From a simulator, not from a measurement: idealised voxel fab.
The process module that follows is named voxel air gaps.
Square cell edge 5 nm, section width 265 nm, ID cut.
Heads up, the way a cross-section reads in here is a grid of square cells, handed over as bands from the top down, with every band being one or more rows of cells. Look at the band entry: it leads with the top's height and the bottom's height in nm. Then it lists the materials left to right, with a width in nm for each. The word "throughout" on a single material says that material fills the band edge to edge. The word "blank" is empty space. Where do heights start? At 0: under that level the wafer as delivered is made of one material only. And the lowest band has no floor; it just carries on downward, as in "0..down". Read "30..40" as a graded width: first number on top, second number at the bottom, same change between each pair of neighbouring rows. Where the words "nothing got changed" appear for a step, the cross-section shows no cell changed by that step; every cell remained as before. "Sealed void inventory" lists enclosed empty spaces (at least 8 cells, no open path upward to the top), each as width x height at distance from the left edge, in nm. Read whatever lies past the settings on a step's line as the simulator's own remark about the step. overlay nm: mask right of planned place by this much (step with mask). Neg. = left.

# Steps planned for the process
1,RECEIVE (material Si)
2,CONFORMAL_DEP (material SiO2; thk nm 10)
3,CONFORMAL_DEP (material SiN; thk nm 5)
4,DIRECTIONAL_DEP (material lowk; thk nm 40)
5,PATTERN (tone open; mask id LINES; material resist; width nm 20; pitch nm 45; thk nm 15; overlay nm -15)
6,DIRECTIONAL_ETCH (etch materials lowk; depth nm 40)
7,STRIP (etch materials resist)
8,CONFORMAL_DEP (material TiN; thk nm 5)
9,FILL_DEP (material Cu; thk nm 5)
10,CMP (height nm 55)
11,EPI (material Ru; thk nm 10)
12,SELECTIVE_ETCH (etch materials lowk; depth nm 50)
13,CONFORMAL_DEP (material SiN; thk nm 5)
What sets these wafers apart? The overlay nm at step 5. They all start alike, and the plan carries the first wafer's value.

# As-received cross-section, first of several wafers, post step 1
0..down: Si throughout
Sealed void inventory: none

# End of module, by wafer: material-by-material cell gain (+) or loss (-) since receipt, then closed voids
overlay nm -15; +56 Cu; +64 Ru; +206 SiN; +106 SiO2; +72 TiN; Sealed void inventory: 15 x 30 at 65; 15 x 30 at 110; 15 x 30 at 155
overlay nm -10; +56 Cu; +64 Ru; +206 SiN; +106 SiO2; +72 TiN; Sealed void inventory: 15 x 30 at 70; 15 x 30 at 115; 15 x 30 at 160
overlay nm -5; +56 Cu; +64 Ru; +206 SiN; +106 SiO2; +72 TiN; Sealed void inventory: 15 x 30 at 75; 15 x 30 at 120; 15 x 30 at 165
overlay nm 0; +56 Cu; +64 Ru; +206 SiN; +106 SiO2; +72 TiN; Sealed void inventory: 15 x 30 at 80; 15 x 30 at 125; 15 x 30 at 170
overlay nm 5; +56 Cu; +64 Ru; +206 SiN; +106 SiO2; +72 TiN; Sealed void inventory: 15 x 30 at 85; 15 x 30 at 130; 15 x 30 at 175
overlay nm 10; +56 Cu; +64 Ru; +206 SiN; +106 SiO2; +72 TiN; Sealed void inventory: 15 x 30 at 90; 15 x 30 at 135; 15 x 30 at 180
overlay nm 15; +56 Cu; +64 Ru; +206 SiN; +106 SiO2; +72 TiN; Sealed void inventory: 15 x 30 at 95; 15 x 30 at 140; 15 x 30 at 185
